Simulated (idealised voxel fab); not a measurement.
The following process module bears the name voxel self aligned contacts.
230 nm wide, 5 nm square cells: that's cross-section cut.
Cross-section layout: square cells on a grid; listed as bands, top to bottom; a band spans one or more cell rows. Per band: top height and bottom height in nm, followed by the left-to-right materials and their widths in nm; "all across" marks a single material spanning edge to edge, "empty" marks empty space. Height 0 is the level under which the wafer as received is all one material. The lowest band goes on downwards, as in "0 and below". Read "30 to 40" as a graded width: first number on top, second number at the bottom, same change between each pair of neighbouring rows. "all unchanged" (step): cross-section cells unchanged, all of them. Any empty space of 8 cells or more lacking an open way to the top shows up in "Enclosed void catalog" as width x height at distance, distance from the left edge, in nm. Read whatever lies past the settings on a step's line as the simulator's own remark about the step. "overlay nm" denotes, for a step that has a mask, the displacement of the mask to the right of its planned place, with negative values corresponding to the left.

Process steps (planned):
| 1 | RECEIVE, material Si |
| 2 | CONFORMAL_DEP, material SiO2, thk nm 5 |
| 3 | DIRECTIONAL_DEP, material polySi, thk nm 25 |
| 4 | DIRECTIONAL_DEP, material SiN, thk nm 20 |
| 5 | DIRECTIONAL_DEP, material aC, thk nm 15 |
| 6 | PATTERN, tone cover, mask id GATE, material resist, width nm 30, pitch nm 55, thk nm 30, overlay nm 0 |
| 7 | DIRECTIONAL_ETCH, etch materials aC, depth nm 15 |
| 8 | STRIP, etch materials resist |
| 9 | DIRECTIONAL_ETCH, etch materials SiN, depth nm 20 |
| 10 | DIRECTIONAL_ETCH, etch materials polySi, depth nm 25 |
| 11 | STRIP, etch materials aC |
| 12 | CONFORMAL_DEP, material SiN, thk nm 5 |
| 13 | DIRECTIONAL_ETCH, etch materials SiN, depth nm 5 |
| 14 | FILL_DEP, material SiO2, thk nm 15 |
| 15 | CMP, height nm 60 |
| 16 | DIRECTIONAL_DEP, material aC, thk nm 15 |
| 17 | PATTERN, tone open, mask id CONTACT, material resist, width nm 35, thk nm 35, overlay nm 0 |
| 18 | DIRECTIONAL_ETCH, etch materials aC, depth nm 15 |
| 19 | STRIP, etch materials resist |
| 20 | DIRECTIONAL_ETCH, etch materials SiO2, depth nm 60 |
| 21 | STRIP, etch materials aC |
| 22 | CONFORMAL_DEP, material TiN, thk nm 5 |
| 23 | FILL_DEP, material W, thk nm 5 |
| 24 | CMP, height nm 60 |
| 25 | CONFORMAL_DEP, material SiN, thk nm 5 |

Here's what the wafer looked like in cross-section when it arrived - that's after step 1:
- 0 and below = Si all across
- Enclosed void catalog: none

The following cross-section depicts the wafer upon conclusion of the module. Processing commenced from the starting condition illustrated above and adhered to the plan illustrated above, save for one mistake in execution:
- 65 down to 60 = SiN all across
- 60 down to 50 = SiO2 95 nm; TiN 5 to 15 nm; W 25 to 5 nm; TiN 5 to 15 nm; SiO2 100 nm
- 50 down to 30 = SiO2 65 nm; SiN 40 nm; TiN 5 nm; W 5 nm; TiN 5 nm; SiN 40 nm; SiO2 70 nm
- 30 down to 25 = SiO2 105 nm; TiN 15 nm; SiO2 110 nm
- 25 down to 0 = polySi all across
- 0 and below = Si all across
- Enclosed void catalog: none
It is concluded that the wafer was processed incorrectly with respect to the plan, in that steps 2 and 3 swapped
